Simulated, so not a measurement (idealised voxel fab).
process module | voxel self aligned contacts
cross-section cut | 280 nm wide | cells 5 nm
A cross-section is a grid of square cells, given in bands from the top down. A band is one or more rows of cells.
Each band's line starts with the height of the band's top and of its bottom, in nm. Then come its materials from left to right, each with its width in nm. One material with "throughout" fills the band from edge to edge. "air" is empty space.
Height 0 is the level under which the wafer as received is all one material. The lowest band goes on downwards, as in "0 down".
A width such as "30 to 40" changes by the same amount from each row of cells to the next, from the band's top row to its bottom row.
"no change" after a step means that no cell of the cross-section changed.
closed voids: empty space of 8 cells or more with no open way to the top, each as width x height at its distance from the left edge, in nm
after a step's settings: what the simulator itself notes on the step
overlay nm, on a step with a mask: how far to the right of its planned place the mask lay; to the left if negative
plan
1 op RECEIVE | material Si
2 op OXIDIZE | depth nm 5
3 op DIRECTIONAL_DEP | material polySi | thk nm 20
4 op DIRECTIONAL_DEP | material SiN | thk nm 25
5 op DIRECTIONAL_DEP | material aC | thk nm 10
6 op PATTERN | tone cover | mask id GATE | material resist | width nm 30 | pitch nm 75 | thk nm 25 | overlay nm 0
7 op DIRECTIONAL_ETCH | etch materials aC | depth nm 10
8 op STRIP | etch materials resist
9 op DIRECTIONAL_ETCH | etch materials SiN | depth nm 25
10 op DIRECTIONAL_ETCH | etch materials polySi | depth nm 20
11 op STRIP | etch materials aC
12 op CONFORMAL_DEP | material SiN | thk nm 10
13 op DIRECTIONAL_ETCH | etch materials SiN | depth nm 10
14 op FILL_DEP | material SiO2 | thk nm 15
15 op CMP | height nm 55
16 op PATTERN | tone open | mask id CONTACT | material resist | width nm 55 | thk nm 15 | overlay nm 0
17 op DIRECTIONAL_ETCH | etch materials SiO2 | depth nm 60
18 op STRIP | etch materials resist
19 op CONFORMAL_DEP | material TiN | thk nm 5
20 op FILL_DEP | material W | thk nm 10
21 op CMP | height nm 55
22 op CONFORMAL_DEP | material SiCN | thk nm 5
as received, after step 1
  0 down: Si throughout
  closed voids: none
a wafer at the end: this start, this plan, one mistake
  60 to 55: SiCN throughout
  55 to 45: SiO2 110 | TiN 5 to 20 | W 45 to 15 | TiN 5 to 20 | SiO2 115
  45 to 20: SiO2 75 | SiN 50 | TiN 5 | W 15 | TiN 5 | SiN 50 | SiO2 80
  20 to 5: SiO2 75 | SiN 10 | polySi 30 | SiN 10 | TiN 5 | W 15 | TiN 5 | SiN 10 | polySi 30 | SiN 10 | SiO2 80
  5 to 0: SiO2 75 | SiN 10 | polySi 30 | SiN 10 | TiN 25 | SiN 10 | polySi 30 | SiN 10 | SiO2 80
  0 down: Si throughout
  closed voids: none
what went wrong: step 2 was left out
